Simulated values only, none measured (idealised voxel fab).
process module | voxel capacitor over wiring
cross-section cut | 270 nm wide | cells 5 nm
A cross-section is a grid of square cells, given in bands from the top down. A band is one or more rows of cells.
Each band's line starts with the height of the band's top and of its bottom, in nm. Then come its materials from left to right, each with its width in nm. One material with "throughout" fills the band from edge to edge. "air" is empty space.
Height 0 is the level under which the wafer as received is all one material. The lowest band goes on downwards, as in "0 down".
A width such as "30 to 40" changes by the same amount from each row of cells to the next, from the band's top row to its bottom row.
"no change" after a step means that no cell of the cross-section changed.
closed voids: empty space of 8 cells or more with no open way to the top, each as width x height at its distance from the left edge, in nm
after a step's settings: what the simulator itself notes on the step
overlay nm, on a step with a mask: how far to the right of its planned place the mask lay; to the left if negative
plan
1 op RECEIVE | material Si
2 op CONFORMAL_DEP | material SiO2 | thk nm 15
3 op CONFORMAL_DEP | material SiCN | thk nm 5
4 op DIRECTIONAL_DEP | material SiO2 | thk nm 15
5 op DIRECTIONAL_DEP | material aC | thk nm 10
6 op PATTERN | tone open | mask id METAL_1 | material resist | width nm 25 | pitch nm 90 | thk nm 25 | overlay nm 0
7 op DIRECTIONAL_ETCH | etch materials aC | depth nm 10
8 op STRIP | etch materials resist
9 op DIRECTIONAL_ETCH | etch materials SiO2 | depth nm 15
10 op DIRECTIONAL_ETCH | etch materials SiCN | depth nm 5
11 op STRIP | etch materials aC
12 op CONFORMAL_DEP | material TiN | thk nm 5
13 op FILL_DEP | material Ru | thk nm 5
14 op CMP | height nm 35
15 op CONFORMAL_DEP | material SiCN | thk nm 5
16 op DIRECTIONAL_DEP | material SiO2 | thk nm 20
17 op MASKED_ETCH | tone open | mask id PLUG_1 | width nm 15 | etch materials SiO2 | depth nm 20 | overlay nm 0
18 op MASKED_ETCH | tone open | mask id PLUG_1 | width nm 15 | etch materials SiCN | depth nm 5 | overlay nm 0
19 op CONFORMAL_DEP | material TiN | thk nm 5
20 op FILL_DEP | material Cu | thk nm 5
21 op CMP | height nm 60
22 op DIRECTIONAL_DEP | material TiN | thk nm 10
23 op DIRECTIONAL_DEP | material HfO2 | thk nm 5
24 op DIRECTIONAL_DEP | material TiN | thk nm 5
25 op DIRECTIONAL_DEP | material aC | thk nm 10
26 op PATTERN | tone cover | mask id UPPER_PLATE | material resist | width nm 70 | thk nm 25 | overlay nm 0
27 op DIRECTIONAL_ETCH | etch materials aC | depth nm 10
28 op STRIP | etch materials resist
29 op DIRECTIONAL_ETCH | etch materials TiN | depth nm 5
30 op DIRECTIONAL_ETCH | etch materials HfO2 | depth nm 5
31 op STRIP | etch materials aC
32 op DIRECTIONAL_DEP | material aC | thk nm 15
33 op PATTERN | tone cover | mask id LOWER_PLATE | material resist | width nm 80 | thk nm 30 | overlay nm 0
34 op DIRECTIONAL_ETCH | etch materials aC | depth nm 15
35 op STRIP | etch materials resist
36 op DIRECTIONAL_ETCH | etch materials TiN | depth nm 10
37 op STRIP | etch materials aC
38 op FILL_DEP | material SiO2 | thk nm 20
39 op CMP | height nm 95
40 op MASKED_ETCH | tone open | mask id PLUG_2 | width nm 15 | etch materials SiO2 | depth nm 15 | overlay nm 0
41 op CONFORMAL_DEP | material TiN | thk nm 5
42 op FILL_DEP | material W | thk nm 5
43 op CMP | height nm 95
44 op CONFORMAL_DEP | material SiCN | thk nm 5
as received, after step 1
  0 down: Si throughout
  closed voids: none
first wafer at the end, as planned
  100 to 95: SiCN throughout
  95 to 85: SiO2 95 | TiN 5 | W 5 | TiN 5 | SiO2 160
  85 to 75: SiO2 95 to 85 | TiN 15 to 70 | SiO2 160 to 115
  75 to 70: SiO2 85 | HfO2 70 | SiO2 115
  70 to 60: SiO2 80 | TiN 80 | SiO2 110
  60 to 40: SiO2 85 | TiN 5 | Cu 5 | TiN 5 | SiO2 170
  40 to 35: SiCN 85 | TiN 15 | SiCN 170
  35 to 20: SiO2 75 | TiN 5 | Ru 15 | TiN 5 | SiO2 65 | TiN 5 | Ru 15 | TiN 5 | SiO2 80
  20 to 15: SiCN 75 | TiN 25 | SiCN 65 | TiN 25 | SiCN 80
  15 to 0: SiO2 throughout
  0 down: Si throughout
  closed voids: none
second wafer at the end: like start, like plan, one mistake
  100 to 95: SiCN throughout
  95 to 85: SiO2 95 | TiN 5 | W 5 | TiN 5 | SiO2 160
  85 to 75: SiO2 95 to 85 | TiN 15 to 70 | SiO2 160 to 115
  75 to 70: SiO2 85 | HfO2 70 | SiO2 115
  70 to 60: SiO2 85 | TiN 80 | SiO2 105
  60 to 40: SiO2 85 | TiN 5 | Cu 5 | TiN 5 | SiO2 170
  40 to 35: SiCN 85 | TiN 15 | SiCN 170
  35 to 20: SiO2 75 | TiN 5 | Ru 15 | TiN 5 | SiO2 65 | TiN 5 | Ru 15 | TiN 5 | SiO2 80
  20 to 15: SiCN 75 | TiN 25 | SiCN 65 | TiN 25 | SiCN 80
  15 to 0: SiO2 throughout
  0 down: Si throughout
  closed voids: none
what went wrong: step 33 ran as: op PATTERN | tone cover | mask id LOWER_PLATE | material resist | width nm 80 | thk nm 30 | overlay nm 5
at the end the second wafer has, in cells: as many of each material as the first, in other places
